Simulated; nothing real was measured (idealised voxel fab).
process module | voxel plated lines
cross-section cut | 260 nm wide | cells 5 nm
A cross-section is a grid of square cells, given in bands from the top down. A band is one or more rows of cells.
Each band's line starts with the height of the band's top and of its bottom, in nm. Then come its materials from left to right, each with its width in nm. One material with "throughout" fills the band from edge to edge. "air" is empty space.
Height 0 is the level under which the wafer as received is all one material. The lowest band goes on downwards, as in "0 down".
A width such as "30 to 40" changes by the same amount from each row of cells to the next, from the band's top row to its bottom row.
"no change" after a step means that no cell of the cross-section changed.
closed voids: empty space of 8 cells or more with no open way to the top, each as width x height at its distance from the left edge, in nm
after a step's settings: what the simulator itself notes on the step
overlay nm, on a step with a mask: how far to the right of its planned place the mask lay; to the left if negative
plan
1 op RECEIVE | material Si
2 op CONFORMAL_DEP | material SiO2 | thk nm 15
3 op DIRECTIONAL_DEP | material TiN | thk nm 5
4 op PATTERN | tone open | mask id LINES | material resist | width nm 20 | pitch nm 35 | thk nm 40 | overlay nm 0
5 op EPI | material Ru | thk nm 10
6 op EPI | material Ru | thk nm 5
7 op EPI | material Ru | thk nm 10
8 op STRIP | etch materials resist
9 op DIRECTIONAL_ETCH | etch materials TiN | depth nm 5
10 op CONFORMAL_DEP | material SiN | thk nm 10
first wafer, as planned
as received, after step 1
  0 down: Si throughout
  closed voids: none
after step 2
  15 to 0: SiO2 throughout
  below 0: unchanged
after step 3
  20 to 15: TiN throughout
  below 15: unchanged
after step 4
  60 to 20: resist 65 | air 20 | resist 15 | air 20 | resist 15 | air 20 | resist 15 | air 20 | resist 70
  below 20: unchanged
after step 5
  60 to 30: resist 65 | air 20 | resist 15 | air 20 | resist 15 | air 20 | resist 15 | air 20 | resist 70
  30 to 20: resist 65 | Ru 20 | resist 15 | Ru 20 | resist 15 | Ru 20 | resist 15 | Ru 20 | resist 70
  below 20: unchanged
after step 6
  60 to 35: resist 65 | air 20 | resist 15 | air 20 | resist 15 | air 20 | resist 15 | air 20 | resist 70
  35 to 20: resist 65 | Ru 20 | resist 15 | Ru 20 | resist 15 | Ru 20 | resist 15 | Ru 20 | resist 70
  below 20: unchanged
after step 7
  60 to 45: resist 65 | air 20 | resist 15 | air 20 | resist 15 | air 20 | resist 15 | air 20 | resist 70
  45 to 20: resist 65 | Ru 20 | resist 15 | Ru 20 | resist 15 | Ru 20 | resist 15 | Ru 20 | resist 70
  below 20: unchanged
after step 8
  45 to 20: air 65 | Ru 20 | air 15 | Ru 20 | air 15 | Ru 20 | air 15 | Ru 20 | air 70
  below 20: unchanged
after step 9
  45 to 20: air 65 | Ru 20 | air 15 | Ru 20 | air 15 | Ru 20 | air 15 | Ru 20 | air 70
  20 to 15: air 65 | TiN 20 | air 15 | TiN 20 | air 15 | TiN 20 | air 15 | TiN 20 | air 70
  below 15: unchanged
after step 10
  55 to 45: air 55 | SiN 145 | air 60
  45 to 25: air 55 | SiN 10 | Ru 20 | SiN 15 | Ru 20 | SiN 15 | Ru 20 | SiN 15 | Ru 20 | SiN 10 | air 60
  25 to 20: SiN 65 | Ru 20 | SiN 15 | Ru 20 | SiN 15 | Ru 20 | SiN 15 | Ru 20 | SiN 70
  20 to 15: SiN 65 | TiN 20 | SiN 15 | TiN 20 | SiN 15 | TiN 20 | SiN 15 | TiN 20 | SiN 70
  below 15: unchanged
second wafer: like start, like plan, one mistake. Through step 1 it matches the first wafer
when step 2 should have ended
  15 to 0: SiN throughout
  below 0: unchanged
when step 3 should have ended
  20 to 15: TiN throughout
  below 15: unchanged
when step 4 should have ended
  60 to 20: resist 65 | air 20 | resist 15 | air 20 | resist 15 | air 20 | resist 15 | air 20 | resist 70
  below 20: unchanged
when step 5 should have ended
  60 to 30: resist 65 | air 20 | resist 15 | air 20 | resist 15 | air 20 | resist 15 | air 20 | resist 70
  30 to 20: resist 65 | Ru 20 | resist 15 | Ru 20 | resist 15 | Ru 20 | resist 15 | Ru 20 | resist 70
  below 20: unchanged
when step 6 should have ended
  60 to 35: resist 65 | air 20 | resist 15 | air 20 | resist 15 | air 20 | resist 15 | air 20 | resist 70
  35 to 20: resist 65 | Ru 20 | resist 15 | Ru 20 | resist 15 | Ru 20 | resist 15 | Ru 20 | resist 70
  below 20: unchanged
when step 7 should have ended
  60 to 45: resist 65 | air 20 | resist 15 | air 20 | resist 15 | air 20 | resist 15 | air 20 | resist 70
  45 to 20: resist 65 | Ru 20 | resist 15 | Ru 20 | resist 15 | Ru 20 | resist 15 | Ru 20 | resist 70
  below 20: unchanged
when step 8 should have ended
  45 to 20: air 65 | Ru 20 | air 15 | Ru 20 | air 15 | Ru 20 | air 15 | Ru 20 | air 70
  below 20: unchanged
when step 9 should have ended
  45 to 20: air 65 | Ru 20 | air 15 | Ru 20 | air 15 | Ru 20 | air 15 | Ru 20 | air 70
  20 to 15: air 65 | TiN 20 | air 15 | TiN 20 | air 15 | TiN 20 | air 15 | TiN 20 | air 70
  below 15: unchanged
when step 10 should have ended
  55 to 45: air 55 | SiN 145 | air 60
  45 to 25: air 55 | SiN 10 | Ru 20 | SiN 15 | Ru 20 | SiN 15 | Ru 20 | SiN 15 | Ru 20 | SiN 10 | air 60
  25 to 20: SiN 65 | Ru 20 | SiN 15 | Ru 20 | SiN 15 | Ru 20 | SiN 15 | Ru 20 | SiN 70
  20 to 15: SiN 65 | TiN 20 | SiN 15 | TiN 20 | SiN 15 | TiN 20 | SiN 15 | TiN 20 | SiN 70
  below 15: unchanged
what went wrong: step 2 ran as: op CONFORMAL_DEP | material SiN | thk nm 15
at the end the second wafer has, in cells: 156 more of SiN | 156 fewer of SiO2
